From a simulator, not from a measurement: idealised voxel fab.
process module | voxel gate over fins
cross-section cut | 245 nm wide | cells 5 nm
A cross-section is a grid of square cells, given in bands from the top down. A band is one or more rows of cells.
Each band's line starts with the height of the band's top and of its bottom, in nm. Then come its materials from left to right, each with its width in nm. One material with "throughout" fills the band from edge to edge. "air" is empty space.
Height 0 is the level under which the wafer as received is all one material. The lowest band goes on downwards, as in "0 down".
A width such as "30 to 40" changes by the same amount from each row of cells to the next, from the band's top row to its bottom row.
"no change" after a step means that no cell of the cross-section changed.
closed voids: empty space of 8 cells or more with no open way to the top, each as width x height at its distance from the left edge, in nm
after a step's settings: what the simulator itself notes on the step
overlay nm, on a step with a mask: how far to the right of its planned place the mask lay; to the left if negative
plan
1 op RECEIVE | material Si
2 op CONFORMAL_DEP | material SiN | thk nm 5
3 op MASKED_ETCH | tone cover | mask id FINS | width nm 15 | pitch nm 35 | etch materials SiN | depth nm 5 | overlay nm 0
4 op MASKED_ETCH | tone cover | mask id FINS | width nm 15 | pitch nm 35 | etch materials Si | depth nm 30 | overlay nm 0
5 op OXIDIZE | depth nm 5
6 op FILL_DEP | material SiO2 | thk nm 15
7 op CMP | height nm 5
8 op SELECTIVE_ETCH | etch materials SiO2 | depth nm 15
9 op STRIP | etch materials SiN
10 op CONFORMAL_DEP | material HfO2 | thk nm 5
11 op CONFORMAL_DEP | material TiN | thk nm 5
12 op FILL_DEP | material W | thk nm 15
13 op CMP | height nm 20
14 op CONFORMAL_DEP | material SiCN | thk nm 10
first wafer, as planned
as received, after step 1
  0 down: Si throughout
  closed voids: none
after step 2
  5 to 0: SiN throughout
  below 0: unchanged
after step 3
  5 to 0: air 80 | SiN 15 | air 20 | SiN 15 | air 20 | SiN 15 | air 80
  below 0: unchanged
after step 4
  5 to 0: air 80 | SiN 15 | air 20 | SiN 15 | air 20 | SiN 15 | air 80
  0 to -30: air 80 | Si 15 | air 20 | Si 15 | air 20 | Si 15 | air 80
  below -30: unchanged
after step 5
  5 to 0: air 80 | SiN 15 | air 20 | SiN 15 | air 20 | SiN 15 | air 80
  0 to -30: air 80 | SiO2 5 | Si 5 | SiO2 5 | air 20 | SiO2 5 | Si 5 | SiO2 5 | air 20 | SiO2 5 | Si 5 | SiO2 5 | air 80
  -30 to -35: SiO2 85 | Si 5 | SiO2 30 | Si 5 | SiO2 30 | Si 5 | SiO2 85
  below -35: unchanged
after step 6
  20 to 5: SiO2 throughout
  5 to 0: SiO2 80 | SiN 15 | SiO2 20 | SiN 15 | SiO2 20 | SiN 15 | SiO2 80
  0 to -35: SiO2 85 | Si 5 | SiO2 30 | Si 5 | SiO2 30 | Si 5 | SiO2 85
  below -35: unchanged
after step 7
  5 to 0: SiO2 80 | SiN 15 | SiO2 20 | SiN 15 | SiO2 20 | SiN 15 | SiO2 80
  below 0: unchanged
after step 8
  5 to 0: air 80 | SiN 15 | air 20 | SiN 15 | air 20 | SiN 15 | air 80
  0 to -10: air 85 | Si 5 | air 30 | Si 5 | air 30 | Si 5 | air 85
  below -10: unchanged
after step 9
  0 to -10: air 85 | Si 5 | air 30 | Si 5 | air 30 | Si 5 | air 85
  below -10: unchanged
after step 10
  5 to 0: air 80 | HfO2 15 | air 20 | HfO2 15 | air 20 | HfO2 15 | air 80
  0 to -5: air 80 | HfO2 5 | Si 5 | HfO2 5 | air 20 | HfO2 5 | Si 5 | HfO2 5 | air 20 | HfO2 5 | Si 5 | HfO2 5 | air 80
  -5 to -10: HfO2 85 | Si 5 | HfO2 30 | Si 5 | HfO2 30 | Si 5 | HfO2 85
  below -10: unchanged
after step 11
  10 to 5: air 75 | TiN 25 | air 10 | TiN 25 | air 10 | TiN 25 | air 75
  5 to 0: air 75 | TiN 5 | HfO2 15 | TiN 5 | air 10 | TiN 5 | HfO2 15 | TiN 5 | air 10 | TiN 5 | HfO2 15 | TiN 5 | air 75
  0 to -5: TiN 80 | HfO2 5 | Si 5 | HfO2 5 | TiN 20 | HfO2 5 | Si 5 | HfO2 5 | TiN 20 | HfO2 5 | Si 5 | HfO2 5 | TiN 80
  below -5: unchanged
after step 12
  25 to 10: W throughout
  10 to 5: W 75 | TiN 25 | W 10 | TiN 25 | W 10 | TiN 25 | W 75
  5 to 0: W 75 | TiN 5 | HfO2 15 | TiN 5 | W 10 | TiN 5 | HfO2 15 | TiN 5 | W 10 | TiN 5 | HfO2 15 | TiN 5 | W 75
  below 0: unchanged
after step 13
  20 to 10: W throughout
  below 10: unchanged
after step 14
  30 to 20: SiCN throughout
  below 20: unchanged
second wafer: like start, like plan, one mistake. Through step 2 it matches the first wafer
when step 3 should have ended
  5 to 0: air 70 | SiN 15 | air 20 | SiN 15 | air 20 | SiN 15 | air 90
  below 0: unchanged
when step 4 should have ended
  5 to 0: air 70 | SiN 15 | air 20 | SiN 15 | air 20 | SiN 15 | air 90
  0 to -30: air 70 | Si 25 | air 10 | Si 25 | air 10 | Si 25 | air 80
  below -30: unchanged
when step 5 should have ended
  5 to 0: air 70 | SiN 15 | air 20 | SiN 15 | air 20 | SiN 15 | air 90
  0 to -5: air 70 | SiO2 5 | Si 5 | SiO2 15 | air 10 | SiO2 5 | Si 5 | SiO2 15 | air 10 | SiO2 5 | Si 5 | SiO2 15 | air 80
  -5 to -30: air 70 | SiO2 5 | Si 15 | SiO2 5 | air 10 | SiO2 5 | Si 15 | SiO2 5 | air 10 | SiO2 5 | Si 15 | SiO2 5 | air 80
  -30 to -35: SiO2 75 | Si 15 | SiO2 20 | Si 15 | SiO2 20 | Si 15 | SiO2 85
  below -35: unchanged
when step 6 should have ended
  20 to 5: SiO2 throughout
  5 to 0: SiO2 70 | SiN 15 | SiO2 20 | SiN 15 | SiO2 20 | SiN 15 | SiO2 90
  0 to -5: SiO2 75 | Si 5 | SiO2 30 | Si 5 | SiO2 30 | Si 5 | SiO2 95
  -5 to -35: SiO2 75 | Si 15 | SiO2 20 | Si 15 | SiO2 20 | Si 15 | SiO2 85
  below -35: unchanged
when step 7 should have ended
  5 to 0: SiO2 70 | SiN 15 | SiO2 20 | SiN 15 | SiO2 20 | SiN 15 | SiO2 90
  below 0: unchanged
when step 8 should have ended
  5 to 0: air 70 | SiN 15 | air 20 | SiN 15 | air 20 | SiN 15 | air 90
  0 to -10: air 75 | Si 5 to 15 | air 30 to 20 | Si 5 to 15 | air 30 to 20 | Si 5 to 15 | air 95 to 85
  below -10: unchanged
when step 9 should have ended
  0 to -10: air 75 | Si 5 to 15 | air 30 to 20 | Si 5 to 15 | air 30 to 20 | Si 5 to 15 | air 95 to 85
  below -10: unchanged
when step 10 should have ended
  5 to 0: air 70 | HfO2 15 | air 20 | HfO2 15 | air 20 | HfO2 15 | air 90
  0 to -5: air 70 | HfO2 5 | Si 5 | HfO2 15 | air 10 | HfO2 5 | Si 5 | HfO2 15 | air 10 | HfO2 5 | Si 5 | HfO2 15 | air 80
  -5 to -10: HfO2 75 | Si 15 | HfO2 20 | Si 15 | HfO2 20 | Si 15 | HfO2 85
  below -10: unchanged
when step 11 should have ended
  10 to 5: air 65 | TiN 25 | air 10 | TiN 25 | air 10 | TiN 25 | air 85
  5 to 0: air 65 | TiN 5 | HfO2 15 | TiN 20 | HfO2 15 | TiN 20 | HfO2 15 | TiN 15 | air 75
  0 to -5: TiN 70 | HfO2 5 | Si 5 | HfO2 15 | TiN 10 | HfO2 5 | Si 5 | HfO2 15 | TiN 10 | HfO2 5 | Si 5 | HfO2 15 | TiN 80
  below -5: unchanged
when step 12 should have ended
  25 to 10: W throughout
  10 to 5: W 65 | TiN 25 | W 10 | TiN 25 | W 10 | TiN 25 | W 85
  5 to 0: W 65 | TiN 5 | HfO2 15 | TiN 20 | HfO2 15 | TiN 20 | HfO2 15 | TiN 15 | W 75
  below 0: unchanged
when step 13 should have ended
  20 to 10: W throughout
  below 10: unchanged
when step 14 should have ended
  30 to 20: SiCN throughout
  below 20: unchanged
what went wrong: step 3 ran as: op MASKED_ETCH | tone cover | mask id FINS | width nm 15 | pitch nm 35 | etch materials SiN | depth nm 5 | overlay nm -10
at the end the second wafer has, in cells: 36 more of Si | 30 fewer of SiO2 | 6 fewer of W
